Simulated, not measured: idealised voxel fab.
process module | voxel wiring stack
cross-section cut | 270 nm wide | cells 5 nm
A cross-section is a grid of square cells, given in bands from the top down. A band is one or more rows of cells.
Each band's line starts with the height of the band's top and of its bottom, in nm. Then come its materials from left to right, each with its width in nm. One material with "throughout" fills the band from edge to edge. "air" is empty space.
Height 0 is the level under which the wafer as received is all one material. The lowest band goes on downwards, as in "0 down".
A width such as "30 to 40" changes by the same amount from each row of cells to the next, from the band's top row to its bottom row.
"no change" after a step means that no cell of the cross-section changed.
closed voids: empty space of 8 cells or more with no open way to the top, each as width x height at its distance from the left edge, in nm
after a step's settings: what the simulator itself notes on the step
overlay nm, on a step with a mask: how far to the right of its planned place the mask lay; to the left if negative
plan
1 op RECEIVE | material Si
2 op CONFORMAL_DEP | material SiO2 | thk nm 15
3 op CONFORMAL_DEP | material SiCN | thk nm 5
4 op DIRECTIONAL_DEP | material SiO2 | thk nm 15
5 op PATTERN | tone open | mask id METAL_1 | material resist | width nm 20 | pitch nm 45 | thk nm 15 | overlay nm 0
6 op DIRECTIONAL_ETCH | etch materials SiO2 | depth nm 15
7 op DIRECTIONAL_ETCH | etch materials SiCN | depth nm 5
8 op STRIP | etch materials resist
9 op CONFORMAL_DEP | material TiN | thk nm 5
10 op FILL_DEP | material Cu | thk nm 10
11 op CMP | height nm 35
12 op CONFORMAL_DEP | material SiCN | thk nm 5
13 op DIRECTIONAL_DEP | material SiO2 | thk nm 35
14 op PATTERN | tone open | mask id METAL_2_HOLES | material resist | width nm 15 | pitch nm 90 | thk nm 15 | overlay nm 0
15 op DIRECTIONAL_ETCH | etch materials SiO2 | depth nm 35
16 op STRIP | etch materials resist
17 op PATTERN | tone open | mask id METAL_2 | material resist | width nm 20 | pitch nm 45 | thk nm 15 | overlay nm 0
18 op DIRECTIONAL_ETCH | etch materials SiO2 | depth nm 20
19 op DIRECTIONAL_ETCH | etch materials SiCN | depth nm 5
20 op STRIP | etch materials resist
21 op CONFORMAL_DEP | material TiN | thk nm 5
22 op FILL_DEP | material Cu | thk nm 5
23 op CMP | height nm 75
24 op CONFORMAL_DEP | material SiCN | thk nm 5
first wafer, as planned
as received, after step 1
  0 down: Si throughout
  closed voids: none
after step 2
  15 to 0: SiO2 throughout
  below 0: unchanged
after step 3
  20 to 15: SiCN throughout
  below 15: unchanged
after step 4
  35 to 20: SiO2 throughout
  below 20: unchanged
after step 5
  50 to 35: resist 80 | air 20 | resist 25 | air 20 | resist 25 | air 20 | resist 80
  below 35: unchanged
after step 6
  50 to 35: resist 80 | air 20 | resist 25 | air 20 | resist 25 | air 20 | resist 80
  35 to 20: SiO2 80 | air 20 | SiO2 25 | air 20 | SiO2 25 | air 20 | SiO2 80
  below 20: unchanged
after step 7
  50 to 35: resist 80 | air 20 | resist 25 | air 20 | resist 25 | air 20 | resist 80
  35 to 20: SiO2 80 | air 20 | SiO2 25 | air 20 | SiO2 25 | air 20 | SiO2 80
  20 to 15: SiCN 80 | air 20 | SiCN 25 | air 20 | SiCN 25 | air 20 | SiCN 80
  below 15: unchanged
after step 8
  35 to 20: SiO2 80 | air 20 | SiO2 25 | air 20 | SiO2 25 | air 20 | SiO2 80
  below 20: unchanged
after step 9
  40 to 35: TiN 85 | air 10 | TiN 35 | air 10 | TiN 35 | air 10 | TiN 85
  35 to 20: SiO2 80 | TiN 5 | air 10 | TiN 5 | SiO2 25 | TiN 5 | air 10 | TiN 5 | SiO2 25 | TiN 5 | air 10 | TiN 5 | SiO2 80
  20 to 15: SiCN 80 | TiN 20 | SiCN 25 | TiN 20 | SiCN 25 | TiN 20 | SiCN 80
  below 15: unchanged
after step 10
  50 to 40: Cu throughout
  40 to 35: TiN 85 | Cu 10 | TiN 35 | Cu 10 | TiN 35 | Cu 10 | TiN 85
  35 to 20: SiO2 80 | TiN 5 | Cu 10 | TiN 5 | SiO2 25 | TiN 5 | Cu 10 | TiN 5 | SiO2 25 | TiN 5 | Cu 10 | TiN 5 | SiO2 80
  below 20: unchanged
after step 11
  35 to 20: SiO2 80 | TiN 5 | Cu 10 | TiN 5 | SiO2 25 | TiN 5 | Cu 10 | TiN 5 | SiO2 25 | TiN 5 | Cu 10 | TiN 5 | SiO2 80
  below 20: unchanged
after step 12
  40 to 35: SiCN throughout
  below 35: unchanged
after step 13
  75 to 40: SiO2 throughout
  below 40: unchanged
after step 14
  90 to 75: resist 80 | air 15 | resist 75 | air 15 | resist 85
  below 75: unchanged
after step 15
  90 to 75: resist 80 | air 15 | resist 75 | air 15 | resist 85
  75 to 40: SiO2 80 | air 15 | SiO2 75 | air 15 | SiO2 85
  below 40: unchanged
after step 16
  75 to 40: SiO2 80 | air 15 | SiO2 75 | air 15 | SiO2 85
  below 40: unchanged
after step 17
  90 to 75: resist 80 | air 20 | resist 25 | air 20 | resist 25 | air 20 | resist 80
  below 75: unchanged
after step 18
  90 to 75: resist 80 | air 20 | resist 25 | air 20 | resist 25 | air 20 | resist 80
  75 to 55: SiO2 80 | air 20 | SiO2 25 | air 20 | SiO2 25 | air 20 | SiO2 80
  below 55: unchanged
after step 19
  90 to 75: resist 80 | air 20 | resist 25 | air 20 | resist 25 | air 20 | resist 80
  75 to 55: SiO2 80 | air 20 | SiO2 25 | air 20 | SiO2 25 | air 20 | SiO2 80
  55 to 40: SiO2 80 | air 15 | SiO2 75 | air 15 | SiO2 85
  40 to 35: SiCN 80 | air 15 | SiCN 75 | air 15 | SiCN 85
  below 35: unchanged
after step 20
  75 to 55: SiO2 80 | air 20 | SiO2 25 | air 20 | SiO2 25 | air 20 | SiO2 80
  below 55: unchanged
after step 21
  80 to 75: TiN 85 | air 10 | TiN 35 | air 10 | TiN 35 | air 10 | TiN 85
  75 to 60: SiO2 80 | TiN 5 | air 10 | TiN 5 | SiO2 25 | TiN 5 | air 10 | TiN 5 | SiO2 25 | TiN 5 | air 10 | TiN 5 | SiO2 80
  60 to 55: SiO2 80 | TiN 5 | air 5 | TiN 10 | SiO2 25 | TiN 20 | SiO2 25 | TiN 5 | air 5 | TiN 10 | SiO2 80
  55 to 40: SiO2 80 | TiN 5 | air 5 | TiN 5 | SiO2 75 | TiN 5 | air 5 | TiN 5 | SiO2 85
  40 to 35: SiCN 80 | TiN 15 | SiCN 75 | TiN 15 | SiCN 85
  below 35: unchanged
after step 22
  85 to 80: Cu throughout
  80 to 75: TiN 85 | Cu 10 | TiN 35 | Cu 10 | TiN 35 | Cu 10 | TiN 85
  75 to 60: SiO2 80 | TiN 5 | Cu 10 | TiN 5 | SiO2 25 | TiN 5 | Cu 10 | TiN 5 | SiO2 25 | TiN 5 | Cu 10 | TiN 5 | SiO2 80
  60 to 55: SiO2 80 | TiN 5 | Cu 5 | TiN 10 | SiO2 25 | TiN 20 | SiO2 25 | TiN 5 | Cu 5 | TiN 10 | SiO2 80
  55 to 40: SiO2 80 | TiN 5 | Cu 5 | TiN 5 | SiO2 75 | TiN 5 | Cu 5 | TiN 5 | SiO2 85
  below 40: unchanged
after step 23
  75 to 60: SiO2 80 | TiN 5 | Cu 10 | TiN 5 | SiO2 25 | TiN 5 | Cu 10 | TiN 5 | SiO2 25 | TiN 5 | Cu 10 | TiN 5 | SiO2 80
  below 60: unchanged
after step 24
  80 to 75: SiCN throughout
  below 75: unchanged
second wafer: like start, like plan, one mistake. Through step 13 it matches the first wafer
when step 14 should have ended
  90 to 75: resist 75 | air 25 | resist 65 | air 25 | resist 80
  below 75: unchanged
when step 15 should have ended
  90 to 75: resist 75 | air 25 | resist 65 | air 25 | resist 80
  75 to 40: SiO2 75 | air 25 | SiO2 65 | air 25 | SiO2 80
  below 40: unchanged
when step 16 should have ended
  75 to 40: SiO2 75 | air 25 | SiO2 65 | air 25 | SiO2 80
  below 40: unchanged
when step 17 should have ended
  90 to 75: resist 80 | air 20 | resist 25 | air 20 | resist 25 | air 20 | resist 80
  75 to 40: SiO2 75 | resist 5 | air 20 | SiO2 65 | resist 5 | air 20 | SiO2 80
  below 40: unchanged
when step 18 should have ended
  90 to 75: resist 80 | air 20 | resist 25 | air 20 | resist 25 | air 20 | resist 80
  75 to 55: SiO2 75 | resist 5 | air 20 | SiO2 25 | air 20 | SiO2 20 | resist 5 | air 20 | SiO2 80
  below 55: unchanged
when step 19 should have ended
  90 to 75: resist 80 | air 20 | resist 25 | air 20 | resist 25 | air 20 | resist 80
  75 to 55: SiO2 75 | resist 5 | air 20 | SiO2 25 | air 20 | SiO2 20 | resist 5 | air 20 | SiO2 80
  55 to 40: SiO2 75 | resist 5 | air 20 | SiO2 65 | resist 5 | air 20 | SiO2 80
  40 to 35: SiCN 80 | air 20 | SiCN 70 | air 20 | SiCN 80
  below 35: unchanged
when step 20 should have ended
  75 to 55: SiO2 75 | air 25 | SiO2 25 | air 20 | SiO2 20 | air 25 | SiO2 80
  55 to 40: SiO2 75 | air 25 | SiO2 65 | air 25 | SiO2 80
  below 40: unchanged
when step 21 should have ended
  80 to 75: TiN 80 | air 15 | TiN 35 | air 10 | TiN 30 | air 15 | TiN 85
  75 to 60: SiO2 75 | TiN 5 | air 15 | TiN 5 | SiO2 25 | TiN 5 | air 10 | TiN 5 | SiO2 20 | TiN 5 | air 15 | TiN 5 | SiO2 80
  60 to 55: SiO2 75 | TiN 5 | air 15 | TiN 5 | SiO2 25 | TiN 20 | SiO2 20 | TiN 5 | air 15 | TiN 5 | SiO2 80
  55 to 45: SiO2 75 | TiN 5 | air 15 | TiN 5 | SiO2 65 | TiN 5 | air 15 | TiN 5 | SiO2 80
  45 to 40: SiO2 75 | TiN 10 | air 10 | TiN 5 | SiO2 65 | TiN 10 | air 10 | TiN 5 | SiO2 80
  40 to 35: SiCN 80 | TiN 20 | SiCN 70 | TiN 20 | SiCN 80
  below 35: unchanged
when step 22 should have ended
  85 to 80: Cu throughout
  80 to 75: TiN 80 | Cu 15 | TiN 35 | Cu 10 | TiN 30 | Cu 15 | TiN 85
  75 to 60: SiO2 75 | TiN 5 | Cu 15 | TiN 5 | SiO2 25 | TiN 5 | Cu 10 | TiN 5 | SiO2 20 | TiN 5 | Cu 15 | TiN 5 | SiO2 80
  60 to 55: SiO2 75 | TiN 5 | Cu 15 | TiN 5 | SiO2 25 | TiN 20 | SiO2 20 | TiN 5 | Cu 15 | TiN 5 | SiO2 80
  55 to 45: SiO2 75 | TiN 5 | Cu 15 | TiN 5 | SiO2 65 | TiN 5 | Cu 15 | TiN 5 | SiO2 80
  45 to 40: SiO2 75 | TiN 10 | Cu 10 | TiN 5 | SiO2 65 | TiN 10 | Cu 10 | TiN 5 | SiO2 80
  below 40: unchanged
when step 23 should have ended
  75 to 60: SiO2 75 | TiN 5 | Cu 15 | TiN 5 | SiO2 25 | TiN 5 | Cu 10 | TiN 5 | SiO2 20 | TiN 5 | Cu 15 | TiN 5 | SiO2 80
  below 60: unchanged
when step 24 should have ended
  80 to 75: SiCN throughout
  below 75: unchanged
what went wrong: step 14 ran as: op PATTERN | tone open | mask id METAL_2_HOLES | material resist | width nm 25 | pitch nm 90 | thk nm 15 | overlay nm 0
at the end the second wafer has, in cells: 20 more of Cu | 2 fewer of SiCN | 20 fewer of SiO2 | 2 more of TiN
